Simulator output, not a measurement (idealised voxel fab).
Process module, titled voxel released beams
Section shown: cut. Width: 145 nm. Cell size: 5 nm, square.
Cross-section = grid of square cells, listed top down in bands; band = one or more rows. Heights first: top, then bottom, in nm. Then materials, left to right, each with a width in nm. "all across" on a single material: fills the band edge to edge. "air": empty space. Convention: height 0 is the level below which the wafer, as received, is all one material. The lowest band does not terminate at the bottom but continues downward, represented as "top 0, no bottom". When a width is written as two numbers, as in "30 to 40", the first number is the width in the top row of cells of the band and the second is the width in its bottom row, and the width changes by the same amount from each row to the next. The designation "all unchanged", where it is given for a processing step, indicates that no cell of the cross-section was altered in the course of that step. Entry "Cavities, sealed". Content: empty spaces with no open connection to the top, size 8 cells or greater. Each: width x height at distance. Distance: from left edge. Unit: nm. Anything after a step's settings on that line? It's the simulator's own note about the step. overlay nm: mask offset rightward from planned place, masked step; negative means leftward offset.

THIS SECTION LISTS THE PROCESS STEPS THAT WERE PLANNED
- 1: RECEIVE [material Si]
- 2: CONFORMAL_DEP [material SiN] [thk nm 10]
- 3: DIRECTIONAL_DEP [material SiO2] [thk nm 10]
- 4: DIRECTIONAL_DEP [material aC] [thk nm 10]
- 5: PATTERN [tone open] [mask id ANCHOR] [material resist] [width nm 30] [thk nm 30] [overlay nm 0]
- 6: DIRECTIONAL_ETCH [etch materials aC] [depth nm 10]
- 7: STRIP [etch materials resist]
- 8: DIRECTIONAL_ETCH [etch materials SiO2] [depth nm 10]
- 9: STRIP [etch materials aC]
- 10: CONFORMAL_DEP [material TiN] [thk nm 10]
- 11: DIRECTIONAL_DEP [material aC] [thk nm 15]
- 12: PATTERN [tone cover] [mask id BEAM] [material resist] [width nm 90] [thk nm 35] [overlay nm 0]
- 13: DIRECTIONAL_ETCH [etch materials aC] [depth nm 15]
- 14: STRIP [etch materials resist]
- 15: DIRECTIONAL_ETCH [etch materials TiN] [depth nm 10]
- 16: STRIP [etch materials aC]
- 17: STRIP [etch materials SiO2]

CROSS-SECTION OF THE WAFER AT RECEIPT, WHICH IS THE CONDITION AFTER STEP 1
- top 0, no bottom = Si all across
- Cavities, sealed: none

FIRST WAFER AT THE END, AS PLANNED
- top 30, bottom 20 = 25 nm air  15 nm TiN  10 nm air  65 nm TiN  30 nm air
- top 20, bottom 10 = 30 nm air  30 nm TiN  85 nm air
- top 10, bottom 0 = SiN all across
- top 0, no bottom = Si all across
- Cavities, sealed: none

CROSS-SECTION, SECOND WAFER: SAME START AS THE FIRST, SAME PLAN AS THE FIRST, ONE MISTAKE IN RUNNING IT; TAKEN AT THE END OF THE MODULE
- top 20, bottom 10 = 25 nm air  15 nm TiN  10 nm air  65 nm TiN  30 nm air
- top 10, bottom 0 = 30 nm air  30 nm TiN  85 nm air
- top 0, no bottom = Si all across
- Cavities, sealed: none
Against the plan, the run slipped here: plan step 2: skipped, not run
Final wafer comparison in cells, second versus first, more or fewer per material: 58 fewer of SiN
